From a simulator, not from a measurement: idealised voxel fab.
Process module heading - voxel wiring stack
Cross-section cut: width 165 nm, square cells of 5 nm.
In what follows, cross-sections appear as grids of square cells, described through bands that run from the top down, where every band is one or more rows of cells.
A band entry consists of two parts. The first gives the height of the band's top and the height of its bottom, in nm. The rest lists the band's materials from left to right, each with its width in nm. A single material labelled with the word "full width" fills the band from edge to edge, and the word "blank" marks empty space.
Note: height 0 marks the level under which the wafer is uniformly one material as received. Lowest band unbounded below, written "0 down".
So if you see something like "30->40" for the width, read it as the top row of the band sitting at the first number and the bottom row at the second, with every row in between moving by the same amount as the last.
"changes: none" after a step means that no cell of the cross-section changed.
Look at "Closed-off voids" for the closed voids: empty spaces with no open path to the top, sized 8 cells or up. Each is width x height at distance, distance from the left edge, all nm.
Anything after a step's settings on that line? It's the simulator's own note about the step.
The setting "overlay nm" may be written on the line of a step. When the step uses a mask, the value reports how far to the right of the planned place the mask lay, and a negative value reports that it lay to the left.
[Planned process steps]
1) RECEIVE with material Si
2) CONFORMAL_DEP with material SiO2, thk nm 10
3) CONFORMAL_DEP with material SiCN, thk nm 5
4) DIRECTIONAL_DEP with material lowk, thk nm 25
5) PATTERN with tone open, mask id METAL_1, material resist, width nm 20, pitch nm 45, thk nm 20, overlay nm 0
6) DIRECTIONAL_ETCH with etch materials lowk, depth nm 25
7) DIRECTIONAL_ETCH with etch materials SiCN, depth nm 5
8) STRIP with etch materials resist
9) CONFORMAL_DEP with material TiN, thk nm 5
10) FILL_DEP with material Ru, thk nm 5
11) CMP with height nm 40
12) EPI with material Ru, thk nm 5
13) FILL_DEP with material SiCN, thk nm 5
14) DIRECTIONAL_DEP with material SiO2, thk nm 35
15) MASKED_ETCH with tone open, mask id METAL_2_HOLES, width nm 15, pitch nm 45, etch materials SiO2, depth nm 35, overlay nm 0
16) MASKED_ETCH with tone open, mask id METAL_2, width nm 15, pitch nm 45, etch materials SiO2, depth nm 20, overlay nm 0
17) MASKED_ETCH with tone open, mask id METAL_2, width nm 20, pitch nm 45, etch materials SiCN, depth nm 5, overlay nm 0
18) CONFORMAL_DEP with material TiN, thk nm 5
19) FILL_DEP with material Cu, thk nm 10
20) CMP with height nm 85
21) CONFORMAL_DEP with material SiN, thk nm 5
Don't read the plan's width nm for step 16 as applying to every wafer: that's the first wafer's value, and the wafers differ in it, though they all start identical.
[Received condition of the first of several wafers, sectioned: post-step 1]
0 down: Si full width
Closed-off voids: none
[Wafer rows, end of module: cells per material gained (+) or lost (-) since receipt; closed voids last]
width nm 15, +20 Cu, +32 Ru, +73 SiCN, +33 SiN, +247 SiO2, +64 TiN, +125 lowk, Closed-off voids: none
width nm 20, +20 Cu, +32 Ru, +73 SiCN, +33 SiN, +247 SiO2, +64 TiN, +125 lowk, Closed-off voids: none
width nm 25, +26 Cu, +32 Ru, +73 SiCN, +33 SiN, +239 SiO2, +66 TiN, +125 lowk, Closed-off voids: none
width nm 30, +32 Cu, +32 Ru, +73 SiCN, +33 SiN, +231 SiO2, +68 TiN, +125 lowk, Closed-off voids: none
